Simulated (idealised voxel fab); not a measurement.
Herein follows the process module entitled voxel ribs on slabs.
Square cells of 5 nm make up the cross-section cut, whose width is 250 nm.
Cross-section layout: square cells on a grid; listed as bands, top to bottom; a band spans one or more cell rows. This entry defines a band. It first specifies the height of the band's top and the height of its bottom in nm, and then specifies the band's materials from left to right, stating each material with its width in nm. The word "edge to edge" identifies a single material that fills the band from edge to edge, while the word "empty" identifies empty space. Height is counted from the level 0, under which the received wafer is composed throughout of one material. The lowest of the bands is not closed at the bottom but continues downward, in the notation "from 0 down". When a width is written as two numbers, as in "30 to 40", the first number is the width in the top row of cells of the band and the second is the width in its bottom row, and the width changes by the same amount from each row to the next. "no alterations made" for a step: no cell of the cross-section changed in that step. "Closed void register" enumerates empty spaces isolated from the top, with no open way to it, that contain at least 8 cells, giving each as width x height at distance from the left edge, all three in nm. Post-settings text on a step line: simulator's own remark regarding the step. The optional step-line setting "overlay nm" applies to steps with a mask and quantifies how far to the right of its planned location the mask lay, a negative value indicating leftward placement.

Planned step list for the process
1. RECEIVE, material Si
2. DIRECTIONAL_DEP, material SiO2, thk nm 20
3. DIRECTIONAL_DEP, material SiN, thk nm 20
4. PATTERN, tone cover, mask id RIB, material resist, width nm 25, thk nm 20, overlay nm 0
5. DIRECTIONAL_ETCH, etch materials SiN, depth nm 10
6. STRIP, etch materials resist
7. PATTERN, tone cover, mask id SLAB, material resist, width nm 55, thk nm 15, overlay nm 0
8. DIRECTIONAL_ETCH, etch materials SiN, depth nm 10
9. STRIP, etch materials resist
10. FILL_DEP, material SiO2, thk nm 15
11. CMP, height nm 50
12. DIRECTIONAL_DEP, material TiN, thk nm 10
13. MASKED_ETCH, tone cover, mask id HEATER, width nm 35, etch materials TiN, depth nm 10, overlay nm 0
14. CONFORMAL_DEP, material SiN, thk nm 10

As received (post step 1): cross-section
- from 0 down | Si edge to edge
- Closed void register: none

First of two wafers, end-of-module section, run followed plan
- from 70 to 60 | empty (95)  SiN (55)  empty (100)
- from 60 to 50 | SiN (105)  TiN (35)  SiN (110)
- from 50 to 40 | SiO2 edge to edge
- from 40 to 30 | SiO2 (110)  SiN (25)  SiO2 (115)
- from 30 to 20 | SiO2 (95)  SiN (55)  SiO2 (100)
- from 20 to 0 | SiO2 edge to edge
- from 0 down | Si edge to edge
- Closed void register: none

Wafer two, sectioned after the module: the first wafer's start, the first wafer's plan, and one mistake in how it was run
- from 70 to 60 | empty (100)  SiN (45)  empty (105)
- from 60 to 50 | SiN (110)  TiN (25)  SiN (115)
- from 50 to 40 | SiO2 edge to edge
- from 40 to 30 | SiO2 (110)  SiN (25)  SiO2 (115)
- from 30 to 20 | SiO2 (95)  SiN (55)  SiO2 (100)
- from 20 to 0 | SiO2 edge to edge
- from 0 down | Si edge to edge
- Closed void register: none
What was the processing mistake? rather than as planned, step 13 actually ran as MASKED_ETCH, tone cover, mask id HEATER, width nm 25, etch materials TiN, depth nm 10, overlay nm 0
Wrapping up, a cell-based count of both wafers puts the second over or under the first for these materials: TiN: 4 fewer
